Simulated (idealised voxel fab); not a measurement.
process module | voxel gate over fins
cross-section cut | 295 nm wide | cells 5 nm
A cross-section is a grid of square cells, given in bands from the top down. A band is one or more rows of cells.
Each band's line starts with the height of the band's top and of its bottom, in nm. Then come its materials from left to right, each with its width in nm. One material with "throughout" fills the band from edge to edge. "air" is empty space.
Height 0 is the level under which the wafer as received is all one material. The lowest band goes on downwards, as in "0 down".
A width such as "30 to 40" changes by the same amount from each row of cells to the next, from the band's top row to its bottom row.
"no change" after a step means that no cell of the cross-section changed.
closed voids: empty space of 8 cells or more with no open way to the top, each as width x height at its distance from the left edge, in nm
after a step's settings: what the simulator itself notes on the step
overlay nm, on a step with a mask: how far to the right of its planned place the mask lay; to the left if negative
plan
1 op RECEIVE | material Si
2 op CONFORMAL_DEP | material SiN | thk nm 10
3 op MASKED_ETCH | tone cover | mask id FINS | width nm 15 | pitch nm 40 | etch materials SiN | depth nm 10 | overlay nm 0
4 op MASKED_ETCH | tone cover | mask id FINS | width nm 15 | pitch nm 40 | etch materials Si | depth nm 35 | overlay nm 0
5 op FILL_DEP | material SiO2 | thk nm 15
6 op CMP | height nm 10
7 op SELECTIVE_ETCH | etch materials SiO2 | depth nm 25
8 op STRIP | etch materials SiN
9 op CONFORMAL_DEP | material HfO2 | thk nm 5
10 op CONFORMAL_DEP | material TiN | thk nm 5
11 op CONFORMAL_DEP | material TiAl | thk nm 5
12 op CONFORMAL_DEP | material TiN | thk nm 5
13 op FILL_DEP | material W | thk nm 10
14 op CMP | height nm 25
15 op CONFORMAL_DEP | material SiCN | thk nm 5
as received, after step 1
  0 down: Si throughout
  closed voids: none
first wafer at the end, as planned
  30 to 25: SiCN throughout
  25 to 20: W throughout
  20 to 15: W 80 | TiN 135 | W 80
  15 to 10: W 80 | TiN 5 | TiAl 125 | TiN 5 | W 80
  10 to 5: W 80 | TiN 5 | TiAl 5 | TiN 35 | TiAl 5 | TiN 35 | TiAl 5 | TiN 35 | TiAl 5 | TiN 5 | W 80
  5 to 0: TiN 85 | TiAl 5 | TiN 5 | HfO2 25 | TiN 5 | TiAl 5 | TiN 5 | HfO2 25 | TiN 5 | TiAl 5 | TiN 5 | HfO2 25 | TiN 5 | TiAl 5 | TiN 85
  0 to -5: TiAl 90 | TiN 5 | HfO2 5 | Si 15 | HfO2 5 | TiN 5 | TiAl 5 | TiN 5 | HfO2 5 | Si 15 | HfO2 5 | TiN 5 | TiAl 5 | TiN 5 | HfO2 5 | Si 15 | HfO2 5 | TiN 5 | TiAl 90
  -5 to -10: TiN 95 | HfO2 5 | Si 15 | HfO2 5 | TiN 15 | HfO2 5 | Si 15 | HfO2 5 | TiN 15 | HfO2 5 | Si 15 | HfO2 5 | TiN 95
  -10 to -15: HfO2 100 | Si 15 | HfO2 25 | Si 15 | HfO2 25 | Si 15 | HfO2 100
  -15 to -35: SiO2 100 | Si 15 | SiO2 25 | Si 15 | SiO2 25 | Si 15 | SiO2 100
  -35 down: Si throughout
  closed voids: none
second wafer at the end: like start, like plan, one mistake
  30 to 25: SiCN throughout
  25 to 20: W throughout
  20 to 10: W 80 | TiN 135 | W 80
  10 to 5: W 80 | TiN 10 | TiAl 35 | TiN 5 | TiAl 35 | TiN 5 | TiAl 35 | TiN 10 | W 80
  5 to 0: TiN 90 | TiAl 5 | HfO2 25 | TiAl 5 | TiN 5 | TiAl 5 | HfO2 25 | TiAl 5 | TiN 5 | TiAl 5 | HfO2 25 | TiAl 5 | TiN 90
  0 to -5: TiN 90 | TiAl 5 | HfO2 5 | Si 15 | HfO2 5 | TiAl 5 | TiN 5 | TiAl 5 | HfO2 5 | Si 15 | HfO2 5 | TiAl 5 | TiN 5 | TiAl 5 | HfO2 5 | Si 15 | HfO2 5 | TiAl 5 | TiN 90
  -5 to -10: TiAl 95 | HfO2 5 | Si 15 | HfO2 5 | TiAl 15 | HfO2 5 | Si 15 | HfO2 5 | TiAl 15 | HfO2 5 | Si 15 | HfO2 5 | TiAl 95
  -10 to -15: HfO2 100 | Si 15 | HfO2 25 | Si 15 | HfO2 25 | Si 15 | HfO2 100
  -15 to -35: SiO2 100 | Si 15 | SiO2 25 | Si 15 | SiO2 25 | Si 15 | SiO2 100
  -35 down: Si throughout
  closed voids: none
what went wrong: steps 10 and 11 were swapped
at the end the second wafer has, in cells: 6 more of TiAl | 6 fewer of TiN
